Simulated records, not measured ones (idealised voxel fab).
process module | voxel tone inversion
FYI the section here is cut, 200 nm wide, cells are 5 nm squares.
Heads up, the way a cross-section reads in here is a grid of square cells, handed over as bands from the top down, with every band being one or more rows of cells.
What a band's entry tells you: where the top is and where the bottom is, as heights in nm, and after that what lies inside, material by material from left to right, each with its width in nm. Empty space is written as the word "air", and a single material marked with the word "edge to edge" occupies the band from edge to edge.
Where do heights start? At 0: under that level the wafer as delivered is made of one material only. And the lowest band has no floor; it just carries on downward, as in "0..down".
Top row gets the first number, bottom row gets the second, and each row in between changes by the same step: that is how a band width like "30 to 40" works.
The cross-section has no changed cell in any step marked "nothing altered".
"Unvented internal voids" contains a list of empty spaces, each no smaller than 8 cells and without an open way to the top, written in the form width x height at distance with the distance from the left edge and all three in nm.
Formally, on a step line, whatever follows the settings is a remark that the simulator itself makes on the step.
The line of a step may include "overlay nm". On a step with a mask, this value is how far to the right of its planned place the mask lay. A negative value means the mask lay to the left.
The following list gives the planned process steps:
- 1: RECEIVE | material Si
- 2: CONFORMAL_DEP | material SiCN | thk nm 5
- 3: DIRECTIONAL_DEP | material aC | thk nm 25
- 4: PATTERN | tone cover | mask id POSTS | material resist | width nm 20 | pitch nm 35 | thk nm 35 | overlay nm 0
- 5: DIRECTIONAL_ETCH | etch materials aC | depth nm 25
- 6: STRIP | etch materials resist
- 7: FILL_DEP | material SiO2 | thk nm 10
- 8: CMP | height nm 30
- 9: STRIP | etch materials aC
- 10: CONFORMAL_DEP | material TiN | thk nm 5
- 11: FILL_DEP | material Cu | thk nm 10
- 12: CMP | height nm 30
- 13: CONFORMAL_DEP | material SiCN | thk nm 5
Delivered wafer in cross-section: state after step 1:
  0..down: Si edge to edge
  Unvented internal voids: none
Final wafer profile in cross-section after the module, from the same start and plan as above, with one mistake made during processing:
  35..30: SiCN edge to edge
  30..25: SiO2 edge to edge
  25..0: SiO2 (70), then aC (20), then SiO2 (15), then aC (20), then SiO2 (75)
  0..down: Si edge to edge
  Unvented internal voids: none
Error vs. plan: with respect to the plan, step 2 was omitted and not executed
